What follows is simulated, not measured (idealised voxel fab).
Documented hereafter: the process module known as voxel air gaps.
Cross-section cut spans 250 nm and uses square cells 5 nm in size.
When this document writes out a cross-section, it uses a grid of square cells and lists it as bands, beginning at the top and moving down, with a band standing for one or more rows of cells. This entry defines a band. It first specifies the height of the band's top and the height of its bottom in nm, and then specifies the band's materials from left to right, stating each material with its width in nm. The word "all across" identifies a single material that fills the band from edge to edge, while the word "blank" identifies empty space. Height 0 is the level under which the wafer as received is all one material. The lowest band goes on downwards, as in "0 and below". The width entry "30->40" should be interpreted row by row: the top row of cells in the band takes the first number, the bottom row takes the second number, and the change between adjacent rows is uniform throughout. "no alterations made" for a step: no cell of the cross-section changed in that step. "Trapped void list": sealed empty spaces, 8 cells or more, no open way to top, listed width x height at distance, with distance from the left edge and width, height and distance in nm. Post-settings text on a step line: simulator's own remark regarding the step. "overlay nm" on a masked step: distance the mask lay right of its planned place, negative for left.

## plan
| 1 | RECEIVE: material Si |
| 2 | CONFORMAL_DEP: material SiO2, thk nm 15 |
| 3 | CONFORMAL_DEP: material SiN, thk nm 5 |
| 4 | DIRECTIONAL_DEP: material SiO2, thk nm 40 |
| 5 | DIRECTIONAL_DEP: material aC, thk nm 15 |
| 6 | PATTERN: tone open, mask id LINES, material resist, width nm 15, pitch nm 40, thk nm 35, overlay nm 0 |
| 7 | DIRECTIONAL_ETCH: etch materials aC, depth nm 15 |
| 8 | STRIP: etch materials resist |
| 9 | DIRECTIONAL_ETCH: etch materials SiO2, depth nm 40 |
| 10 | STRIP: etch materials aC |
| 11 | CONFORMAL_DEP: material TiN, thk nm 5 |
| 12 | FILL_DEP: material Cu, thk nm 5 |
| 13 | CMP: height nm 60 |
| 14 | EPI: material Ru, thk nm 10 |
| 15 | SELECTIVE_ETCH: etch materials SiO2, depth nm 50 |
| 16 | CONFORMAL_DEP: material SiCN, thk nm 5 |

## Cross-section of the wafer as it came to us, i.e., already through step 1
- 0 and below | Si all across
- Trapped void list: none

## First of two wafers, end-of-module section, run followed plan
- 75 down to 70 | 60 nm blank | 125 nm SiCN | 65 nm blank
- 70 down to 60 | 60 nm blank | 5 nm SiCN | 35 nm Ru | 5 nm SiCN | 35 nm Ru | 5 nm SiCN | 35 nm Ru | 5 nm SiCN | 65 nm blank
- 60 down to 55 | 60 nm blank | 15 nm SiCN | 5 nm TiN | 5 nm Cu | 5 nm TiN | 25 nm SiCN | 5 nm TiN | 5 nm Cu | 5 nm TiN | 25 nm SiCN | 5 nm TiN | 5 nm Cu | 5 nm TiN | 15 nm SiCN | 65 nm blank
- 55 down to 25 | 70 nm blank | 5 nm SiCN | 5 nm TiN | 5 nm Cu | 5 nm TiN | 5 nm SiCN | 15 nm blank | 5 nm SiCN | 5 nm TiN | 5 nm Cu | 5 nm TiN | 5 nm SiCN | 15 nm blank | 5 nm SiCN | 5 nm TiN | 5 nm Cu | 5 nm TiN | 5 nm SiCN | 75 nm blank
- 25 down to 20 | 75 nm SiCN | 15 nm TiN | 25 nm SiCN | 15 nm TiN | 25 nm SiCN | 15 nm TiN | 80 nm SiCN
- 20 down to 15 | SiN all across
- 15 down to 0 | SiO2 all across
- 0 and below | Si all across
- Trapped void list: 15 x 30 at 95; 15 x 30 at 135

## Here is the second of the two wafers cut open at the end of the module - same start, same plan as the first one, but we made one mistake running it
- 75 down to 70 | SiCN all across
- 70 down to 60 | Ru all across
- 60 down to 55 | 80 nm TiN | 5 nm Cu | 35 nm TiN | 5 nm Cu | 35 nm TiN | 5 nm Cu | 85 nm TiN
- 55 down to 20 | 75 nm SiO2 | 5 nm TiN | 5 nm Cu | 5 nm TiN | 25 nm SiO2 | 5 nm TiN | 5 nm Cu | 5 nm TiN | 25 nm SiO2 | 5 nm TiN | 5 nm Cu | 5 nm TiN | 80 nm SiO2
- 20 down to 15 | 75 nm SiO2 | 15 nm TiN | 25 nm SiO2 | 15 nm TiN | 25 nm SiO2 | 15 nm TiN | 80 nm SiO2
- 15 down to 0 | SiO2 all across
- 0 and below | Si all across
- Trapped void list: none
Plan not followed: it should be noted that step 3 of the plan was omitted and was not performed
Once processing is complete, comparing cell counts shows that the second wafer has more or fewer of certain materials than the first: Cu: 3 more, Ru: 58 more, SiCN: 76 fewer, SiN: 50 fewer, SiO2: 328 more, TiN: 47 more
The first wafer finishes with 2 closed voids, while the second finishes with 0.
